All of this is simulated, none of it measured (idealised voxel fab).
This section sets out a process module, namely voxel tone inversion.
Cross-sectional view cut (width: 230 nm; square cell size: 5 nm).
Think of the cross-section as a grid of square cells. We describe it in bands, top to bottom, and each band covers one or more rows of those cells. Heads up on the band format: heights come first, top then bottom, in nm. After that it's the materials left to right, each with its width in nm. A single material flagged "full width" fills the whole band edge to edge, and "empty" means there's empty space there. Height datum 0, below which the as-received substrate wafer is one material. Lowest band open at the bottom, running downward: "top 0, no bottom". Think of "30 to 40" as a width that walks from the first number to the second as you go down the band, top row to bottom row, taking equal-sized steps from row to row. "no modification" for a step: no cell of the cross-section changed in that step. Voids not open to the top, 8 cells minimum: see "Trapped void list". Written width x height at distance; distance is from the left edge; nm. Whatever follows a step's settings on its line is a remark the simulator itself makes about that step. "overlay nm" answers the question of how far to the right of plan the mask lay on a step that has a mask, and when it is negative the answer is to the left.
Below is the list of planned process steps:
| 1 | RECEIVE with material Si |
| 2 | CONFORMAL_DEP with material SiN, thk nm 10 |
| 3 | DIRECTIONAL_DEP with material polySi, thk nm 20 |
| 4 | PATTERN with tone cover, mask id POSTS, material resist, width nm 15, pitch nm 40, thk nm 25, overlay nm 0 |
| 5 | DIRECTIONAL_ETCH with etch materials polySi, depth nm 20 |
| 6 | STRIP with etch materials resist |
| 7 | FILL_DEP with material SiO2, thk nm 5 |
| 8 | CMP with height nm 30 |
| 9 | STRIP with etch materials polySi |
So this is the incoming wafer in cross-section - it's already been through step 1:
top 0, no bottom: Si full width
Trapped void list: none
End state of the module in cross-section, given the above starting point and plan and one mistake in execution:
top 30, bottom 10: 60 SiO2  25 empty  15 SiO2  25 empty  15 SiO2  25 empty  65 SiO2
top 10, bottom 0: SiN full width
top 0, no bottom: Si full width
Trapped void list: none
Where did the run depart from the plan? step 4 ran differently from the plan; actual operation with settings: PATTERN with tone cover, mask id POSTS, material resist, width nm 25, pitch nm 40, thk nm 25, overlay nm 0
